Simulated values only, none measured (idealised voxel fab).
This section sets out a process module, namely voxel gate over fins.
Pictured: cross-section cut, 230 nm wide, on a grid of 5 nm square cells.
In this document a cross-section is written as a grid of square cells. It is given as a series of bands, listed from the top down, and a band is one or more rows of cells. In this notation a band is specified by the heights of its top and bottom, in that order and in nm, after which its materials appear from left to right, each paired with its width in nm. The word "everywhere" attached to a single material means that material fills the band from edge to edge; the word "blank" stands for empty space. Measure heights from 0. That's the level where, below it, the as-received wafer is all one material. The lowest band is bottomless and extends downward; write it as in "top 0, no bottom". With a width like "30 to 40", each row of cells in the band differs from the next by the same amount, the top row carrying the first number and the bottom row the second. Step marked "nothing got changed"? Then no cell in the cross-section changed in it. "Completely enclosed voids" lists enclosed empty spaces (at least 8 cells, no open path upward to the top), each as width x height at distance from the left edge, in nm. Anything after a step's settings on that line? It's the simulator's own note about the step. If you see "overlay nm" on a step's line and that step has a mask, it's telling you how far right of where it was planned the mask ended up; a negative number means it went left instead.
## Process steps - plan
step 1: RECEIVE, material Si
step 2: CONFORMAL_DEP, material SiN, thk nm 10
step 3: PATTERN, tone cover, mask id FINS, material resist, width nm 15, pitch nm 50, thk nm 15, overlay nm 0
step 4: DIRECTIONAL_ETCH, etch materials SiN, depth nm 10
step 5: DIRECTIONAL_ETCH, etch materials Si, depth nm 35
step 6: STRIP, etch materials resist
step 7: OXIDIZE, depth nm 5
step 8: FILL_DEP, material SiO2, thk nm 5
step 9: CMP, height nm 10
step 10: DIRECTIONAL_DEP, material aC, thk nm 10
step 11: PATTERN, tone open, mask id RAIL, material resist, width nm 15, thk nm 30, overlay nm 0
step 12: DIRECTIONAL_ETCH, etch materials aC, depth nm 10
step 13: STRIP, etch materials resist
step 14: DIRECTIONAL_ETCH, etch materials SiO2, depth nm 40
step 15: STRIP, etch materials aC
step 16: CONFORMAL_DEP, material TiN, thk nm 5
step 17: FILL_DEP, material W, thk nm 10
step 18: CMP, height nm 10
step 19: SELECTIVE_ETCH, etch materials W Ru TiN, depth nm 25
step 20: FILL_DEP, material SiO2, thk nm 5
step 21: CMP, height nm 10
step 22: SELECTIVE_ETCH, etch materials SiO2, depth nm 20
step 23: STRIP, etch materials SiN
step 24: CONFORMAL_DEP, material HfO2, thk nm 5
step 25: CONFORMAL_DEP, material TiN, thk nm 5
step 26: CONFORMAL_DEP, material TiAl, thk nm 5
step 27: CONFORMAL_DEP, material TiN, thk nm 5
step 28: FILL_DEP, material W, thk nm 15
step 29: CMP, height nm 30
step 30: CONFORMAL_DEP, material SiCN, thk nm 5
## Cross-section of the wafer as it came to us, i.e., already through step 1
- top 0, no bottom  Si everywhere
- Completely enclosed voids: none
## Wafer cross-section at module end: first of two, run to plan
- top 35, bottom 30  SiCN everywhere
- top 30, bottom 20  W everywhere
- top 20, bottom 15  W (40) / TiN (45) / W (5) / TiN (45) / W (5) / TiN (45) / W (45)
- top 15, bottom 10  W (40) / TiN (5) / TiAl (35) / TiN (5) / W (5) / TiN (5) / TiAl (35) / TiN (5) / W (5) / TiN (5) / TiAl (35) / TiN (5) / W (45)
- top 10, bottom 5  TiN (45) / TiAl (5) / TiN (25) / TiAl (5) / TiN (15) / TiAl (5) / TiN (25) / TiAl (5) / TiN (15) / TiAl (5) / TiN (25) / TiAl (5) / TiN (50)
- top 5, bottom 0  TiAl (50) / TiN (5) / HfO2 (15) / TiN (5) / TiAl (25) / TiN (5) / HfO2 (15) / TiN (5) / TiAl (25) / TiN (5) / HfO2 (15) / TiN (5) / TiAl (55)
- top 0, bottom -5  TiN (55) / HfO2 (5) / Si (5) / HfO2 (5) / TiN (35) / HfO2 (5) / Si (5) / HfO2 (5) / TiN (35) / HfO2 (5) / Si (5) / HfO2 (5) / TiN (60)
- top -5, bottom -10  HfO2 (60) / Si (5) / HfO2 (45) / Si (5) / HfO2 (45) / Si (5) / HfO2 (65)
- top -10, bottom -15  SiO2 (60) / Si (5) / SiO2 (45) / Si (5) / SiO2 (45) / Si (5) / SiO2 (65)
- top -15, bottom -25  SiO2 (60) / Si (5) / SiO2 (15) / TiN (5) / W (5) / TiN (5) / SiO2 (15) / Si (5) / SiO2 (45) / Si (5) / SiO2 (65)
- top -25, bottom -30  SiO2 (60) / Si (5) / SiO2 (15) / TiN (15) / SiO2 (15) / Si (5) / SiO2 (45) / Si (5) / SiO2 (65)
- top -30, bottom -40  SiO2 (60) / Si (5) / SiO2 (45) / Si (5) / SiO2 (45) / Si (5) / SiO2 (65)
- top -40, no bottom  Si everywhere
- Completely enclosed voids: none
## Cross-sectional image of the second wafer of the two following completion of the module. Starting state and process plan were the same as for the first wafer; one execution error occurred
- top 35, bottom 30  SiCN everywhere
- top 30, bottom 15  W everywhere
- top 15, bottom 5  W (45) / TiN (35) / W (15) / TiN (35) / W (15) / TiN (35) / W (50)
- top 5, bottom 0  TiN (55) / HfO2 (15) / TiN (35) / HfO2 (15) / TiN (35) / HfO2 (15) / TiN (60)
- top 0, bottom -5  TiN (55) / HfO2 (5) / Si (5) / HfO2 (5) / TiN (35) / HfO2 (5) / Si (5) / HfO2 (5) / TiN (35) / HfO2 (5) / Si (5) / HfO2 (5) / TiN (60)
- top -5, bottom -10  HfO2 (60) / Si (5) / HfO2 (45) / Si (5) / HfO2 (45) / Si (5) / HfO2 (65)
- top -10, bottom -15  SiO2 (60) / Si (5) / SiO2 (45) / Si (5) / SiO2 (45) / Si (5) / SiO2 (65)
- top -15, bottom -25  SiO2 (60) / Si (5) / SiO2 (15) / TiN (5) / W (5) / TiN (5) / SiO2 (15) / Si (5) / SiO2 (45) / Si (5) / SiO2 (65)
- top -25, bottom -30  SiO2 (60) / Si (5) / SiO2 (15) / TiN (15) / SiO2 (15) / Si (5) / SiO2 (45) / Si (5) / SiO2 (65)
- top -30, bottom -40  SiO2 (60) / Si (5) / SiO2 (45) / Si (5) / SiO2 (45) / Si (5) / SiO2 (65)
- top -40, no bottom  Si everywhere
- Completely enclosed voids: none
So what did we get wrong on this run? step 26 of the plan did not run at all; it was left out
Count the cells at the end and the second wafer has more or fewer of some materials than the first: TiAl -58; W +58
